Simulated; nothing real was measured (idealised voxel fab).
The process module that follows is named voxel fin reveal.
The width of the displayed cross-section, cut, is 185 nm; its cells are square, with a size of 5 nm.
Reading order for cross-sections: top band down to bottom band. Underlying form: a grid of square cells. Band size: one or more rows of cells. First you get the band's top height and its bottom height, in nm, and then the materials it's made of, left to right, with each width in nm. If you see a single material with "all across", that one covers the band edge to edge. "empty" is empty space. Below 0: as-received wafer, all one material; heights counted from there. Lowest band: no bottom, goes on down, written "0 down". Width "30..40": first value at the band's top row of cells, second value at its bottom row, equal change from row to row. Basically "no alteration" means that step didn't change any cell in the cross-section. If an empty space has no open way to the top and is at least 8 cells in size, "Closed void catalog" lists it, written width x height at distance, where distance is measured from the left edge and every value is in nm. Past the settings on a step's line: simulator remark, on that step. overlay nm: step with mask; distance mask lay right of planned place; negative value = left of planned place.
# Intended process steps
1. RECEIVE: material Si
2. CONFORMAL_DEP: material SiN, thk nm 10
3. MASKED_ETCH: tone cover, mask id FINS, width nm 15, pitch nm 35, etch materials SiN, depth nm 10, overlay nm 0
4. MASKED_ETCH: tone cover, mask id FINS, width nm 15, pitch nm 35, etch materials Si, depth nm 40, overlay nm -15
5. FILL_DEP: material SiO2, thk nm 5
6. CMP: height nm 10
7. SELECTIVE_ETCH: etch materials SiO2, depth nm 30
8. STRIP: etch materials SiN
9. CONFORMAL_DEP: material HfO2, thk nm 5
Across this set of wafers, the varied parameter is the overlay nm of step 4. Starting conditions are identical for every wafer, and the plan reports the value assigned to the first wafer.
# So this is the first of several wafers, cross-sectioned as it came to us, meaning it's at the end of step 1
> 0 down: Si all across
> Closed void catalog: none
# Once step 9, the last step, is complete, the module is at its end; this is the cross-section of the first of several wafers
> 5 to 0: empty 45 / HfO2 75 / empty 65
> 0 to -15: empty 45 / HfO2 5 / Si 30 / HfO2 5 / Si 30 / HfO2 5 / empty 65
> -15 to -20: HfO2 50 / Si 30 / HfO2 5 / Si 30 / HfO2 70
> -20 to -40: SiO2 50 / Si 30 / SiO2 5 / Si 30 / SiO2 70
> -40 down: Si all across
> Closed void catalog: none
# Module end, final wafer: cross-section
> 5 to 0: empty 60 / HfO2 75 / empty 50
> 0 to -15: empty 60 / HfO2 5 / Si 30 / HfO2 5 / Si 30 / HfO2 5 / empty 50
> -15 to -20: HfO2 65 / Si 30 / HfO2 5 / Si 30 / HfO2 55
> -20 to -40: SiO2 65 / Si 30 / SiO2 5 / Si 30 / SiO2 55
> -40 down: Si all across
> Closed void catalog: none
# For your reference, the table is organized with a row per wafer; each row reflects the wafer at the end of the module, indicating for each material the cells gained (+) or lost (-) since receipt, and thereafter its closed voids
overlay nm -15 | +49 HfO2 | -200 Si | +100 SiO2 | Closed void catalog: none
overlay nm -10 | +53 HfO2 | -216 Si | +108 SiO2 | Closed void catalog: none
overlay nm -5 | +53 HfO2 | -232 Si | +116 SiO2 | Closed void catalog: none
overlay nm 0 | +53 HfO2 | -248 Si | +124 SiO2 | Closed void catalog: none
overlay nm 5 | +53 HfO2 | -232 Si | +116 SiO2 | Closed void catalog: none
overlay nm 10 | +53 HfO2 | -216 Si | +108 SiO2 | Closed void catalog: none
overlay nm 15 | +49 HfO2 | -200 Si | +100 SiO2 | Closed void catalog: none
